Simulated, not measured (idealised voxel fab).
The process module presented herein is designated voxel self aligned vias.
It is cross-section cut that appears here, measuring 150 nm in width, its square cells being 5 nm in size.
We lay out every cross-section as a grid of square cells and spell it out in bands from the top down, where one band means one or more rows of cells.
Basically the band line says how high the top is and how high the bottom is, in nm, and then what's in it from left to right, every material with its width in nm. Empty space shows up as "air", and if a single material carries "everywhere" it runs the full band edge to edge.
The reference from which all heights are counted is 0, the level beneath which the as-received wafer is entirely one material; the lowest band, having no lower bound, proceeds downward and is written after the example "0 nm and below".
Quick explanation for "30->40": the width changes in equal steps down the rows of cells, from the first number in the band's top row to the second number in its bottom row.
Basically "no alteration" means that step didn't change any cell in the cross-section.
For the entry "Sealed internal voids", the listed items are empty spaces with no open way to the top whose size is 8 cells or more; each item follows the pattern width x height at distance, where distance is from the left edge and all three are in nm.
Post-settings text on a step line: simulator's own remark regarding the step.
The line of a step may include "overlay nm". On a step with a mask, this value is how far to the right of its planned place the mask lay. A negative value means the mask lay to the left.

This section lists the process steps that were planned:
1 op RECEIVE | material Si
2 op CONFORMAL_DEP | material SiO2 | thk nm 15
3 op CONFORMAL_DEP | material SiCN | thk nm 5
4 op DIRECTIONAL_DEP | material SiO2 | thk nm 30
5 op PATTERN | tone open | mask id LINES | material resist | width nm 25 | pitch nm 65 | thk nm 15 | overlay nm 0
6 op DIRECTIONAL_ETCH | etch materials SiO2 | depth nm 30
7 op STRIP | etch materials resist
8 op CONFORMAL_DEP | material TiN | thk nm 5
9 op FILL_DEP | material W | thk nm 5
10 op CMP | height nm 50
11 op SELECTIVE_ETCH | etch materials W Ru TiN | depth nm 5
12 op FILL_DEP | material SiN | thk nm 10
13 op CMP | height nm 50
14 op DIRECTIONAL_DEP | material SiO2 | thk nm 15
15 op DIRECTIONAL_DEP | material aC | thk nm 10
16 op PATTERN | tone open | mask id VIAS | material resist | width nm 45 | thk nm 30 | overlay nm 0
17 op DIRECTIONAL_ETCH | etch materials aC | depth nm 10
18 op STRIP | etch materials resist
19 op DIRECTIONAL_ETCH | etch materials SiO2 | depth nm 15
20 op DIRECTIONAL_ETCH | etch materials SiN | depth nm 5
21 op STRIP | etch materials aC
22 op CONFORMAL_DEP | material TiN | thk nm 5
23 op FILL_DEP | material Cu | thk nm 5
24 op CMP | height nm 65
25 op CONFORMAL_DEP | material SiN | thk nm 5

The first wafer of two, processed as planned:

Cross-section: wafer on arrival = after step 1:
> 0 nm and below | Si everywhere
> Sealed internal voids: none

Step 2 done - wafer cross-section:
> 15 nm to 0 nm | SiO2 everywhere
> Whatever lies below 0 is exactly as it was before.

Step 3 done - wafer cross-section:
> 20 nm to 15 nm | SiCN everywhere
> Whatever lies below 15 is exactly as it was before.

Step 4 done - wafer cross-section:
> 50 nm to 20 nm | SiO2 everywhere
> Whatever lies below 20 is exactly as it was before.

Step 5 done - wafer cross-section:
> 65 nm to 50 nm | resist (30)  air (25)  resist (40)  air (25)  resist (30)
> Whatever lies below 50 is exactly as it was before.

Step 6 done - wafer cross-section:
> 65 nm to 50 nm | resist (30)  air (25)  resist (40)  air (25)  resist (30)
> 50 nm to 20 nm | SiO2 (30)  air (25)  SiO2 (40)  air (25)  SiO2 (30)
> Whatever lies below 20 is exactly as it was before.

Step 7 done - wafer cross-section:
> 50 nm to 20 nm | SiO2 (30)  air (25)  SiO2 (40)  air (25)  SiO2 (30)
> Whatever lies below 20 is exactly as it was before.

Step 8 done - wafer cross-section:
> 55 nm to 50 nm | TiN (35)  air (15)  TiN (50)  air (15)  TiN (35)
> 50 nm to 25 nm | SiO2 (30)  TiN (5)  air (15)  TiN (5)  SiO2 (40)  TiN (5)  air (15)  TiN (5)  SiO2 (30)
> 25 nm to 20 nm | SiO2 (30)  TiN (25)  SiO2 (40)  TiN (25)  SiO2 (30)
> Whatever lies below 20 is exactly as it was before.

Step 9 done - wafer cross-section:
> 60 nm to 55 nm | W everywhere
> 55 nm to 50 nm | TiN (35)  W (15)  TiN (50)  W (15)  TiN (35)
> 50 nm to 25 nm | SiO2 (30)  TiN (5)  W (15)  TiN (5)  SiO2 (40)  TiN (5)  W (15)  TiN (5)  SiO2 (30)
> Whatever lies below 25 is exactly as it was before.

Step 10 done - wafer cross-section:
> 50 nm to 25 nm | SiO2 (30)  TiN (5)  W (15)  TiN (5)  SiO2 (40)  TiN (5)  W (15)  TiN (5)  SiO2 (30)
> Whatever lies below 25 is exactly as it was before.

Step 11 done - wafer cross-section:
> 50 nm to 45 nm | SiO2 (30)  air (25)  SiO2 (40)  air (25)  SiO2 (30)
> Whatever lies below 45 is exactly as it was before.

Step 12 done - wafer cross-section:
> 60 nm to 50 nm | SiN everywhere
> 50 nm to 45 nm | SiO2 (30)  SiN (25)  SiO2 (40)  SiN (25)  SiO2 (30)
> Whatever lies below 45 is exactly as it was before.

Step 13 done - wafer cross-section:
> 50 nm to 45 nm | SiO2 (30)  SiN (25)  SiO2 (40)  SiN (25)  SiO2 (30)
> Whatever lies below 45 is exactly as it was before.

Step 14 done - wafer cross-section:
> 65 nm to 50 nm | SiO2 everywhere
> Whatever lies below 50 is exactly as it was before.

Step 15 done - wafer cross-section:
> 75 nm to 65 nm | aC everywhere
> Whatever lies below 65 is exactly as it was before.

Step 16 done - wafer cross-section:
> 105 nm to 75 nm | resist (20)  air (45)  resist (85)
> Whatever lies below 75 is exactly as it was before.

Step 17 done - wafer cross-section:
> 95 nm to 75 nm | resist (20)  air (45)  resist (85)
> 75 nm to 65 nm | aC (20)  air (45)  aC (85)
> Whatever lies below 65 is exactly as it was before.

Step 18 done - wafer cross-section:
> 75 nm to 65 nm | aC (20)  air (45)  aC (85)
> Whatever lies below 65 is exactly as it was before.

Step 19 done - wafer cross-section:
> 75 nm to 65 nm | aC (20)  air (45)  aC (85)
> 65 nm to 50 nm | SiO2 (20)  air (45)  SiO2 (85)
> Whatever lies below 50 is exactly as it was before.

Step 20 done - wafer cross-section:
> 75 nm to 65 nm | aC (20)  air (45)  aC (85)
> 65 nm to 50 nm | SiO2 (20)  air (45)  SiO2 (85)
> 50 nm to 45 nm | SiO2 (30)  air (25)  SiO2 (40)  SiN (25)  SiO2 (30)
> Whatever lies below 45 is exactly as it was before.

Step 21 done - wafer cross-section:
> 65 nm to 50 nm | SiO2 (20)  air (45)  SiO2 (85)
> Whatever lies below 50 is exactly as it was before.

Step 22 done - wafer cross-section:
> 70 nm to 65 nm | TiN (25)  air (35)  TiN (90)
> 65 nm to 55 nm | SiO2 (20)  TiN (5)  air (35)  TiN (5)  SiO2 (85)
> 55 nm to 50 nm | SiO2 (20)  TiN (15)  air (15)  TiN (15)  SiO2 (85)
> 50 nm to 45 nm | SiO2 (30)  TiN (25)  SiO2 (40)  SiN (25)  SiO2 (30)
> Whatever lies below 45 is exactly as it was before.

Step 23 done - wafer cross-section:
> 75 nm to 70 nm | Cu everywhere
> 70 nm to 65 nm | TiN (25)  Cu (35)  TiN (90)
> 65 nm to 55 nm | SiO2 (20)  TiN (5)  Cu (35)  TiN (5)  SiO2 (85)
> 55 nm to 50 nm | SiO2 (20)  TiN (15)  Cu (15)  TiN (15)  SiO2 (85)
> Whatever lies below 50 is exactly as it was before.

Step 24 done - wafer cross-section:
> 65 nm to 55 nm | SiO2 (20)  TiN (5)  Cu (35)  TiN (5)  SiO2 (85)
> Whatever lies below 55 is exactly as it was before.

Step 25 done - wafer cross-section:
> 70 nm to 65 nm | SiN everywhere
> Whatever lies below 65 is exactly as it was before.

Second of two: same start, same plan, one run error; steps up to and including 15 match the first:

Cross-section, second wafer, at the end time the plan gives for step 16:
> 105 nm to 75 nm | resist (25)  air (45)  resist (80)
> Whatever lies below 75 is exactly as it was before.

Cross-section, second wafer, at the end time the plan gives for step 17:
> 95 nm to 75 nm | resist (25)  air (45)  resist (80)
> 75 nm to 65 nm | aC (25)  air (45)  aC (80)
> Whatever lies below 65 is exactly as it was before.

Cross-section, second wafer, at the end time the plan gives for step 18:
> 75 nm to 65 nm | aC (25)  air (45)  aC (80)
> Whatever lies below 65 is exactly as it was before.

Cross-section, second wafer, at the end time the plan gives for step 19:
> 75 nm to 65 nm | aC (25)  air (45)  aC (80)
> 65 nm to 50 nm | SiO2 (25)  air (45)  SiO2 (80)
> Whatever lies below 50 is exactly as it was before.

Cross-section, second wafer, at the end time the plan gives for step 20:
> 75 nm to 65 nm | aC (25)  air (45)  aC (80)
> 65 nm to 50 nm | SiO2 (25)  air (45)  SiO2 (80)
> 50 nm to 45 nm | SiO2 (30)  air (25)  SiO2 (40)  SiN (25)  SiO2 (30)
> Whatever lies below 45 is exactly as it was before.

Cross-section, second wafer, at the end time the plan gives for step 21:
> 65 nm to 50 nm | SiO2 (25)  air (45)  SiO2 (80)
> Whatever lies below 50 is exactly as it was before.

Cross-section, second wafer, at the end time the plan gives for step 22:
> 70 nm to 65 nm | TiN (30)  air (35)  TiN (85)
> 65 nm to 55 nm | SiO2 (25)  TiN (5)  air (35)  TiN (5)  SiO2 (80)
> 55 nm to 50 nm | SiO2 (25)  TiN (10)  air (15)  TiN (20)  SiO2 (80)
> 50 nm to 45 nm | SiO2 (30)  TiN (25)  SiO2 (40)  SiN (25)  SiO2 (30)
> Whatever lies below 45 is exactly as it was before.

Cross-section, second wafer, at the end time the plan gives for step 23:
> 75 nm to 70 nm | Cu everywhere
> 70 nm to 65 nm | TiN (30)  Cu (35)  TiN (85)
> 65 nm to 55 nm | SiO2 (25)  TiN (5)  Cu (35)  TiN (5)  SiO2 (80)
> 55 nm to 50 nm | SiO2 (25)  TiN (10)  Cu (15)  TiN (20)  SiO2 (80)
> Whatever lies below 50 is exactly as it was before.

Cross-section, second wafer, at the end time the plan gives for step 24:
> 65 nm to 55 nm | SiO2 (25)  TiN (5)  Cu (35)  TiN (5)  SiO2 (80)
> Whatever lies below 55 is exactly as it was before.

Cross-section, second wafer, at the end time the plan gives for step 25:
> 70 nm to 65 nm | SiN everywhere
> Whatever lies below 65 is exactly as it was before.
Want to know what went wrong? heads up, step 16 didn't go per plan, it actually ran as op PATTERN | tone open | mask id VIAS | material resist | width nm 45 | thk nm 30 | overlay nm 5
Upon completion, the cell count for each material on the second wafer equals that on the first, whereas the spatial distribution of those cells differs.
